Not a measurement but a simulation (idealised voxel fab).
process module | voxel transistor to metal
cross-section cut | 215 nm wide | cells 5 nm
A cross-section is a grid of square cells, given in bands from the top down. A band is one or more rows of cells.
Each band's line starts with the height of the band's top and of its bottom, in nm. Then come its materials from left to right, each with its width in nm. One material with "throughout" fills the band from edge to edge. "air" is empty space.
Height 0 is the level under which the wafer as received is all one material. The lowest band goes on downwards, as in "0 down".
A width such as "30 to 40" changes by the same amount from each row of cells to the next, from the band's top row to its bottom row.
"no change" after a step means that no cell of the cross-section changed.
closed voids: empty space of 8 cells or more with no open way to the top, each as width x height at its distance from the left edge, in nm
after a step's settings: what the simulator itself notes on the step
overlay nm, on a step with a mask: how far to the right of its planned place the mask lay; to the left if negative
plan
1 op RECEIVE | material Si
2 op OXIDIZE | depth nm 5
3 op CONFORMAL_DEP | material SiN | thk nm 15
4 op MASKED_ETCH | tone cover | mask id ACTIVE | width nm 105 | etch materials SiN | depth nm 15 | overlay nm 0
5 op MASKED_ETCH | tone cover | mask id ACTIVE | width nm 105 | etch materials SiO2 | depth nm 5 | overlay nm 0
6 op MASKED_ETCH | tone cover | mask id ACTIVE | width nm 105 | etch materials Si | depth nm 25 | overlay nm 0
7 op OXIDIZE | depth nm 5
8 op FILL_DEP | material SiO2 | thk nm 15
9 op CMP | height nm 15
10 op SELECTIVE_ETCH | etch materials SiO2 | depth nm 10
11 op STRIP | etch materials SiN
12 op SELECTIVE_ETCH | etch materials SiO2 | depth nm 5
13 op OXIDIZE | depth nm 5
14 op DIRECTIONAL_DEP | material polySi | thk nm 25
15 op DIRECTIONAL_DEP | material SiCN | thk nm 10
16 op PATTERN | tone cover | mask id GATE | material resist | width nm 15 | thk nm 15 | overlay nm 0
17 op DIRECTIONAL_ETCH | etch materials SiCN | depth nm 20
18 op DIRECTIONAL_ETCH | etch materials polySi | depth nm 35
19 op STRIP | etch materials resist
20 op CONFORMAL_DEP | material SiO2 | thk nm 5
21 op DIRECTIONAL_ETCH | etch materials SiO2 | depth nm 5
22 op CONFORMAL_DEP | material SiN | thk nm 10
23 op DIRECTIONAL_ETCH | etch materials SiN | depth nm 10
24 op DIRECTIONAL_ETCH | etch materials SiO2 | depth nm 5
25 op DIRECTIONAL_ETCH | etch materials Si | depth nm 5
26 op EPI | material nSi | thk nm 10
27 op FILL_DEP | material SiO2 | thk nm 10
28 op CMP | height nm 30
29 op DIRECTIONAL_DEP | material SiO2 | thk nm 10
30 op MASKED_ETCH | tone open | mask id CONTACT | width nm 20 | pitch nm 75 | etch materials SiO2 | depth nm 40 | overlay nm 0
31 op CONFORMAL_DEP | material TiN | thk nm 5
32 op FILL_DEP | material W | thk nm 10
33 op CMP | height nm 40
34 op DIRECTIONAL_DEP | material TiN | thk nm 5
35 op DIRECTIONAL_DEP | material W | thk nm 5
36 op MASKED_ETCH | tone cover | mask id METAL_1 | width nm 20 | pitch nm 75 | etch materials W | depth nm 15 | overlay nm 0
37 op MASKED_ETCH | tone cover | mask id METAL_1 | width nm 20 | pitch nm 75 | etch materials TiN | depth nm 5 | overlay nm 0
38 op CONFORMAL_DEP | material SiN | thk nm 5
39 op FILL_DEP | material lowk | thk nm 10
40 op CMP | height nm 60
41 op CONFORMAL_DEP | material SiCN | thk nm 5
42 op DIRECTIONAL_DEP | material SiO2 | thk nm 35
43 op PATTERN | tone open | mask id METAL_2_HOLES | material resist | width nm 15 | pitch nm 75 | thk nm 20 | overlay nm 0
44 op DIRECTIONAL_ETCH | etch materials SiO2 | depth nm 35
45 op STRIP | etch materials resist
46 op DIRECTIONAL_DEP | material aC | thk nm 15
47 op PATTERN | tone open | mask id METAL_2 | material resist | width nm 20 | pitch nm 75 | thk nm 30 | overlay nm 0
48 op DIRECTIONAL_ETCH | etch materials aC | depth nm 15
49 op STRIP | etch materials resist
50 op DIRECTIONAL_ETCH | etch materials SiO2 | depth nm 20
51 op DIRECTIONAL_ETCH | etch materials SiCN | depth nm 5
52 op STRIP | etch materials aC
53 op CONFORMAL_DEP | material TiN | thk nm 5
54 op FILL_DEP | material Ru | thk nm 10
55 op CMP | height nm 100
56 op CONFORMAL_DEP | material SiN | thk nm 5
varied across the wafers: thk nm of step 35. The plan shows the first wafer's value. All wafers start alike
first wafer as received, after step 1
  0 down: Si throughout
  closed voids: none
first wafer at the end, after step 56
  105 to 100: SiN throughout
  100 to 85: SiO2 60 | TiN 5 | Ru 10 | TiN 5 | SiO2 55 | TiN 5 | Ru 10 | TiN 5 | SiO2 60
  85 to 80: SiO2 60 | TiN 5 | Ru 5 | TiN 10 | SiO2 55 | TiN 5 | Ru 5 | TiN 10 | SiO2 60
  80 to 65: SiO2 60 | TiN 5 | Ru 5 | TiN 5 | SiO2 60 | TiN 5 | Ru 5 | TiN 5 | SiO2 65
  65 to 60: SiCN 60 | TiN 15 | SiCN 60 | TiN 15 | SiCN 65
  60 to 55: lowk throughout
  55 to 50: lowk 55 | SiN 30 | lowk 45 | SiN 30 | lowk 55
  50 to 45: lowk 55 | SiN 5 | W 20 | SiN 5 | lowk 45 | SiN 5 | W 20 | SiN 5 | lowk 55
  45 to 40: SiN 60 | TiN 20 | SiN 55 | TiN 20 | SiN 60
  40 to 30: SiO2 60 | TiN 5 | W 10 | TiN 5 | SiO2 55 | TiN 5 | W 10 | TiN 5 | SiO2 60
  30 to 20: SiO2 60 | TiN 5 | W 10 | TiN 5 | SiO2 5 | SiN 10 | SiO2 5 | SiCN 15 | SiO2 5 | SiN 10 | SiO2 5 | TiN 5 | W 10 | TiN 5 | SiO2 60
  20 to 5: SiO2 60 | TiN 5 | W 10 | TiN 5 | SiO2 5 | SiN 10 | SiO2 5 | polySi 15 | SiO2 5 | SiN 10 | SiO2 5 | TiN 5 | W 10 | TiN 5 | SiO2 60
  5 to 0: SiO2 60 | TiN 20 | SiO2 5 | SiN 10 | SiO2 5 | polySi 15 | SiO2 5 | SiN 10 | SiO2 5 | TiN 20 | SiO2 60
  0 to -5: SiO2 55 | SiN 10 | nSi 20 | SiN 10 | SiO2 5 | polySi 15 | SiO2 5 | SiN 10 | nSi 20 | SiN 10 | SiO2 55
  -5 to -10: SiO2 65 | nSi 20 | SiO2 45 | nSi 20 | SiO2 65
  -10 to -15: SiO2 60 | Si 5 | nSi 20 | Si 45 | nSi 20 | Si 5 | SiO2 60
  -15 to -35: SiO2 60 | Si 95 | SiO2 60
  -35 down: Si throughout
  closed voids: none
last wafer at the end
  105 to 100: SiN throughout
  100 to 85: SiO2 60 | TiN 5 | Ru 10 | TiN 5 | SiO2 55 | TiN 5 | Ru 10 | TiN 5 | SiO2 60
  85 to 80: SiO2 60 | TiN 5 | Ru 5 | TiN 10 | SiO2 55 | TiN 5 | Ru 5 | TiN 10 | SiO2 60
  80 to 65: SiO2 60 | TiN 5 | Ru 5 | TiN 5 | SiO2 60 | TiN 5 | Ru 5 | TiN 5 | SiO2 65
  65 to 60: SiCN 60 | TiN 15 | SiCN 60 | TiN 15 | SiCN 65
  60 to 45: W throughout
  45 to 40: TiN throughout
  40 to 30: SiO2 60 | TiN 5 | W 10 | TiN 5 | SiO2 55 | TiN 5 | W 10 | TiN 5 | SiO2 60
  30 to 20: SiO2 60 | TiN 5 | W 10 | TiN 5 | SiO2 5 | SiN 10 | SiO2 5 | SiCN 15 | SiO2 5 | SiN 10 | SiO2 5 | TiN 5 | W 10 | TiN 5 | SiO2 60
  20 to 5: SiO2 60 | TiN 5 | W 10 | TiN 5 | SiO2 5 | SiN 10 | SiO2 5 | polySi 15 | SiO2 5 | SiN 10 | SiO2 5 | TiN 5 | W 10 | TiN 5 | SiO2 60
  5 to 0: SiO2 60 | TiN 20 | SiO2 5 | SiN 10 | SiO2 5 | polySi 15 | SiO2 5 | SiN 10 | SiO2 5 | TiN 20 | SiO2 60
  0 to -5: SiO2 55 | SiN 10 | nSi 20 | SiN 10 | SiO2 5 | polySi 15 | SiO2 5 | SiN 10 | nSi 20 | SiN 10 | SiO2 55
  -5 to -10: SiO2 65 | nSi 20 | SiO2 45 | nSi 20 | SiO2 65
  -10 to -15: SiO2 60 | Si 5 | nSi 20 | Si 45 | nSi 20 | Si 5 | SiO2 60
  -15 to -35: SiO2 60 | Si 95 | SiO2 60
  -35 down: Si throughout
  closed voids: none
each wafer at the end: cells of each material gained (+) or lost (-) since it was received, then its closed voids
thk nm 5 | +20 Ru | -214 Si | +43 SiCN | +126 SiN | +668 SiO2 | +80 TiN | +36 W | +105 lowk | +24 nSi | +15 polySi | closed voids: none
thk nm 10 | +20 Ru | -214 Si | +43 SiCN | +130 SiN | +668 SiO2 | +80 TiN | +44 W | +93 lowk | +24 nSi | +15 polySi | closed voids: none
thk nm 15 | +20 Ru | -214 Si | +43 SiCN | +122 SiN | +668 SiO2 | +80 TiN | +52 W | +93 lowk | +24 nSi | +15 polySi | closed voids: none
thk nm 20 | +20 Ru | -214 Si | +43 SiCN | +114 SiN | +668 SiO2 | +115 TiN | +87 W | +31 lowk | +24 nSi | +15 polySi | closed voids: none
thk nm 25 | +20 Ru | -214 Si | +43 SiCN | +110 SiN | +668 SiO2 | +115 TiN | +122 W | +24 nSi | +15 polySi | closed voids: none
thk nm 30 | +20 Ru | -214 Si | +43 SiCN | +75 SiN | +668 SiO2 | +115 TiN | +157 W | +24 nSi | +15 polySi | closed voids: none
